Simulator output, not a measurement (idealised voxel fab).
The process module that follows is named voxel double patterning.
Section shown: cut. Width: 290 nm. Cell size: 5 nm, square.
Cross-section format: a grid of square cells, given as bands from top to bottom; each band is one or more rows of cells. Band entry format. Leading values: height of top, height of bottom, nm. Remainder: materials in left-to-right order, each with its width in nm. Special words: "everywhere" on a single material, which then fills the band edge to edge; "air", empty space. Height datum 0, below which the as-received substrate wafer is one material. Lowest band open at the bottom, running downward: "z 0 and below". When a width is written as two numbers, as in "30 to 40", the first number is the width in the top row of cells of the band and the second is the width in its bottom row, and the width changes by the same amount from each row to the next. "nothing altered" (step): cross-section cells unchanged, all of them. Voids not open to the top, 8 cells minimum: see "Closed void inventory". Written width x height at distance; distance is from the left edge; nm. Formally, on a step line, whatever follows the settings is a remark that the simulator itself makes on the step. overlay nm: for a step with a mask, the amount by which the mask lay right of where it was planned; a negative amount means left of it.

[Planned process steps]
1: RECEIVE,material Si
2: CONFORMAL_DEP,material SiO2,thk nm 5
3: DIRECTIONAL_DEP,material polySi,thk nm 10
4: DIRECTIONAL_DEP,material SiCN,thk nm 5
5: PATTERN,tone open,mask id FIRST,material resist,width nm 15,pitch nm 50,thk nm 20,overlay nm 0
6: DIRECTIONAL_ETCH,etch materials SiCN,depth nm 5
7: STRIP,etch materials resist
8: PATTERN,tone open,mask id SECOND,material resist,width nm 15,thk nm 15,overlay nm 0
9: DIRECTIONAL_ETCH,etch materials SiCN,depth nm 5
10: STRIP,etch materials resist
11: DIRECTIONAL_ETCH,etch materials polySi,depth nm 10
12: STRIP,etch materials SiCN

[The following pertains to the first of two wafers, which was processed as planned]

[So this is the incoming wafer in cross-section - it's already been through step 1]
	z 0 and below | Si everywhere
	Closed void inventory: none

[Cross-sectional representation of the wafer at the conclusion of step 2]
	z 5 to 0 | SiO2 everywhere
	Everything under 0 stays put, no change at all.

[Cross-sectional representation of the wafer at the conclusion of step 3]
	z 15 to 5 | polySi everywhere
	Everything under 5 stays put, no change at all.

[Cross-sectional representation of the wafer at the conclusion of step 4]
	z 20 to 15 | SiCN everywhere
	Everything under 15 stays put, no change at all.

[Cross-sectional representation of the wafer at the conclusion of step 5]
	z 40 to 20 | 110 resist | 15 air | 35 resist | 15 air | 115 resist
	Everything under 20 stays put, no change at all.

[Cross-sectional representation of the wafer at the conclusion of step 6]
	z 40 to 20 | 110 resist | 15 air | 35 resist | 15 air | 115 resist
	z 20 to 15 | 110 SiCN | 15 air | 35 SiCN | 15 air | 115 SiCN
	Everything under 15 stays put, no change at all.

[Cross-sectional representation of the wafer at the conclusion of step 7]
	z 20 to 15 | 110 SiCN | 15 air | 35 SiCN | 15 air | 115 SiCN
	Everything under 15 stays put, no change at all.

[Cross-sectional representation of the wafer at the conclusion of step 8]
	z 35 to 20 | 135 resist | 15 air | 140 resist
	z 20 to 15 | 110 SiCN | 15 resist | 35 SiCN | 15 resist | 115 SiCN
	Everything under 15 stays put, no change at all.

[Cross-sectional representation of the wafer at the conclusion of step 9]
	z 35 to 20 | 135 resist | 15 air | 140 resist
	z 20 to 15 | 110 SiCN | 15 resist | 10 SiCN | 15 air | 10 SiCN | 15 resist | 115 SiCN
	Everything under 15 stays put, no change at all.

[Cross-sectional representation of the wafer at the conclusion of step 10]
	z 20 to 15 | 110 SiCN | 15 air | 10 SiCN | 15 air | 10 SiCN | 15 air | 115 SiCN
	Everything under 15 stays put, no change at all.

[Cross-sectional representation of the wafer at the conclusion of step 11]
	z 20 to 15 | 110 SiCN | 15 air | 10 SiCN | 15 air | 10 SiCN | 15 air | 115 SiCN
	z 15 to 5 | 110 polySi | 15 air | 10 polySi | 15 air | 10 polySi | 15 air | 115 polySi
	Everything under 5 stays put, no change at all.

[Cross-sectional representation of the wafer at the conclusion of step 12]
	z 15 to 5 | 110 polySi | 15 air | 10 polySi | 15 air | 10 polySi | 15 air | 115 polySi
	Everything under 5 stays put, no change at all.

[Second wafer - shared start and plan with the first - one error in running - same as the first up to step 4 inclusive]

[when step 5 should have ended]
	z 40 to 20 | 110 resist | 20 air | 30 resist | 20 air | 110 resist
	Everything under 20 stays put, no change at all.

[when step 6 should have ended]
	z 40 to 20 | 110 resist | 20 air | 30 resist | 20 air | 110 resist
	z 20 to 15 | 110 SiCN | 20 air | 30 SiCN | 20 air | 110 SiCN
	Everything under 15 stays put, no change at all.

[when step 7 should have ended]
	z 20 to 15 | 110 SiCN | 20 air | 30 SiCN | 20 air | 110 SiCN
	Everything under 15 stays put, no change at all.

[when step 8 should have ended]
	z 35 to 20 | 135 resist | 15 air | 140 resist
	z 20 to 15 | 110 SiCN | 20 resist | 30 SiCN | 20 resist | 110 SiCN
	Everything under 15 stays put, no change at all.

[when step 9 should have ended]
	z 35 to 20 | 135 resist | 15 air | 140 resist
	z 20 to 15 | 110 SiCN | 20 resist | 5 SiCN | 15 air | 10 SiCN | 20 resist | 110 SiCN
	Everything under 15 stays put, no change at all.

[when step 10 should have ended]
	z 20 to 15 | 110 SiCN | 20 air | 5 SiCN | 15 air | 10 SiCN | 20 air | 110 SiCN
	Everything under 15 stays put, no change at all.

[when step 11 should have ended]
	z 20 to 15 | 110 SiCN | 20 air | 5 SiCN | 15 air | 10 SiCN | 20 air | 110 SiCN
	z 15 to 5 | 110 polySi | 20 air | 5 polySi | 15 air | 10 polySi | 20 air | 110 polySi
	Everything under 5 stays put, no change at all.

[when step 12 should have ended]
	z 15 to 5 | 110 polySi | 20 air | 5 polySi | 15 air | 10 polySi | 20 air | 110 polySi
	Everything under 5 stays put, no change at all.
So what did we get wrong on this run? step 5 was run on a setting that differed from the plan, and what really ran there is PATTERN,tone open,mask id FIRST,material resist,width nm 20,pitch nm 50,thk nm 20,overlay nm 0
Looking at both finished wafers in cells, the second ends up ahead of or behind the first on some materials: polySi: 4 fewer
